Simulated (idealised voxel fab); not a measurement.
process module | voxel capacitor over wiring
cross-section cut | 175 nm wide | cells 5 nm
A cross-section is a grid of square cells, given in bands from the top down. A band is one or more rows of cells.
Each band's line starts with the height of the band's top and of its bottom, in nm. Then come its materials from left to right, each with its width in nm. One material with "throughout" fills the band from edge to edge. "air" is empty space.
Height 0 is the level under which the wafer as received is all one material. The lowest band goes on downwards, as in "0 down".
A width such as "30 to 40" changes by the same amount from each row of cells to the next, from the band's top row to its bottom row.
"no change" after a step means that no cell of the cross-section changed.
closed voids: empty space of 8 cells or more with no open way to the top, each as width x height at its distance from the left edge, in nm
after a step's settings: what the simulator itself notes on the step
overlay nm, on a step with a mask: how far to the right of its planned place the mask lay; to the left if negative
plan
1 op RECEIVE | material Si
2 op CONFORMAL_DEP | material SiO2 | thk nm 5
3 op DIRECTIONAL_DEP | material TiN | thk nm 5
4 op DIRECTIONAL_DEP | material W | thk nm 15
5 op PATTERN | tone cover | mask id METAL_1 | material resist | width nm 25 | pitch nm 75 | thk nm 20 | overlay nm 0
6 op DIRECTIONAL_ETCH | etch materials W | depth nm 15
7 op DIRECTIONAL_ETCH | etch materials TiN | depth nm 5
8 op STRIP | etch materials resist
9 op CONFORMAL_DEP | material SiCN | thk nm 5
10 op FILL_DEP | material lowk | thk nm 5
11 op CMP | height nm 30
12 op CONFORMAL_DEP | material SiCN | thk nm 5
13 op DIRECTIONAL_DEP | material lowk | thk nm 10
14 op DIRECTIONAL_DEP | material aC | thk nm 15
15 op PATTERN | tone open | mask id PLUG_1 | material resist | width nm 15 | thk nm 35 | overlay nm 0
16 op DIRECTIONAL_ETCH | etch materials aC | depth nm 15
17 op STRIP | etch materials resist
18 op DIRECTIONAL_ETCH | etch materials lowk | depth nm 10
19 op DIRECTIONAL_ETCH | etch materials SiCN | depth nm 5
20 op STRIP | etch materials aC
21 op EPI | material Ru | thk nm 10
22 op EPI | material Ru | thk nm 5
23 op DIRECTIONAL_DEP | material TiN | thk nm 5
24 op DIRECTIONAL_DEP | material Al2O3 | thk nm 5
25 op DIRECTIONAL_DEP | material TiN | thk nm 5
26 op MASKED_ETCH | tone cover | mask id UPPER_PLATE | width nm 55 | etch materials TiN | depth nm 5 | overlay nm 0
27 op MASKED_ETCH | tone cover | mask id UPPER_PLATE | width nm 55 | etch materials Al2O3 | depth nm 5 | overlay nm 0
28 op PATTERN | tone cover | mask id LOWER_PLATE | material resist | width nm 65 | thk nm 20 | overlay nm 0
29 op DIRECTIONAL_ETCH | etch materials TiN | depth nm 5
30 op STRIP | etch materials resist
31 op FILL_DEP | material SiO2 | thk nm 20
32 op CMP | height nm 75
33 op PATTERN | tone open | mask id PLUG_2 | material resist | width nm 15 | thk nm 20 | overlay nm 0
34 op DIRECTIONAL_ETCH | etch materials SiO2 | depth nm 15
35 op STRIP | etch materials resist
36 op CONFORMAL_DEP | material TiN | thk nm 5
37 op FILL_DEP | material W | thk nm 5
38 op CMP | height nm 75
39 op CONFORMAL_DEP | material SiCN | thk nm 5
varied across the wafers: thk nm of step 2. The plan shows the first wafer's value. All wafers start alike
first wafer as received, after step 1
  0 down: Si throughout
  closed voids: none
each wafer at the end: cells of each material gained (+) or lost (-) since it was received, then its closed voids
thk nm 5 | +11 Al2O3 | +118 SiCN | +210 SiO2 | +41 TiN | +32 W | +148 lowk | closed voids: none
thk nm 10 | +11 Al2O3 | +9 Ru | +104 SiCN | +236 SiO2 | +41 TiN | +32 W | +127 lowk | closed voids: none
thk nm 15 | +11 Al2O3 | +9 Ru | +100 SiCN | +271 SiO2 | +41 TiN | +22 W | +106 lowk | closed voids: none
thk nm 20 | +11 Al2O3 | +9 Ru | +96 SiCN | +306 SiO2 | +41 TiN | +12 W | +85 lowk | closed voids: none
thk nm 25 | +11 Al2O3 | +9 Ru | +92 SiCN | +341 SiO2 | +41 TiN | +2 W | +64 lowk | closed voids: none
